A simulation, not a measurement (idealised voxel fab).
The name of this process module is voxel released beams.
This is section cut - it's 280 nm across, gridded in 5 nm square cells.
Bands, listed from the top down, are how a cross-section gets written in this document; the cross-section itself is a grid of square cells, and a band is one or more rows of them. A band entry consists of two parts. The first gives the height of the band's top and the height of its bottom, in nm. The rest lists the band's materials from left to right, each with its width in nm. A single material labelled with the word "throughout" fills the band from edge to edge, and the word "empty" marks empty space. It should be noted that heights are counted from 0, beneath which the wafer as supplied is of one material throughout, and that the lowest band possesses no lower boundary but continues downward, as written in "top 0, no bottom". Per-row width for "30..40": begins at first number (top row of band), ends at second number (bottom row), increment between rows held constant. You'll sometimes find "no change occurred" written for a step, and that's the way of saying that nowhere in the cross-section did a cell change during that step. Empty spaces without an open route to the top, at least 8 cells in extent, make up the entry "Enclosed empty spaces"; each is given as width x height at distance, where the distance is measured from the left edge, and all are in nm. after a step's settings: what the simulator itself notes on the step. "overlay nm", when on a step's line for a step with a mask, measures how far to the right of its planned place the mask lay; a negative measure means to the left.
Here's what the planned process steps look like:
1: RECEIVE, material Si
2: CONFORMAL_DEP, material Al2O3, thk nm 5
3: DIRECTIONAL_DEP, material SiO2, thk nm 10
4: DIRECTIONAL_DEP, material aC, thk nm 10
5: PATTERN, tone open, mask id ANCHOR, material resist, width nm 40, thk nm 25, overlay nm 0
6: DIRECTIONAL_ETCH, etch materials aC, depth nm 10
7: STRIP, etch materials resist
8: DIRECTIONAL_ETCH, etch materials SiO2, depth nm 10
9: STRIP, etch materials aC
10: CONFORMAL_DEP, material SiN, thk nm 15
11: MASKED_ETCH, tone cover, mask id BEAM, width nm 75, etch materials SiN, depth nm 15, overlay nm 0
12: STRIP, etch materials SiO2
Quick note for whoever runs this: the wafers start identical, but the width nm at step 11 isn't the same across them. The plan just shows what the first wafer had.
Step 1 complete: as-received cross-section of the first of several wafers:
- top 0, no bottom | Si throughout
- Enclosed empty spaces: none
The rows of the table below are wafers. Looking at the end of the module, a row counts, for every material, the cells the wafer has gained, shown as (+), or lost, shown as (-), since it was received; its closed voids come next:
width nm 75, +56 Al2O3, +57 SiN, Enclosed empty spaces: none
width nm 80, +56 Al2O3, +60 SiN, Enclosed empty spaces: none
width nm 85, +56 Al2O3, +63 SiN, Enclosed empty spaces: none
width nm 90, +56 Al2O3, +66 SiN, Enclosed empty spaces: none
width nm 95, +56 Al2O3, +69 SiN, Enclosed empty spaces: none
width nm 100, +56 Al2O3, +72 SiN, Enclosed empty spaces: none
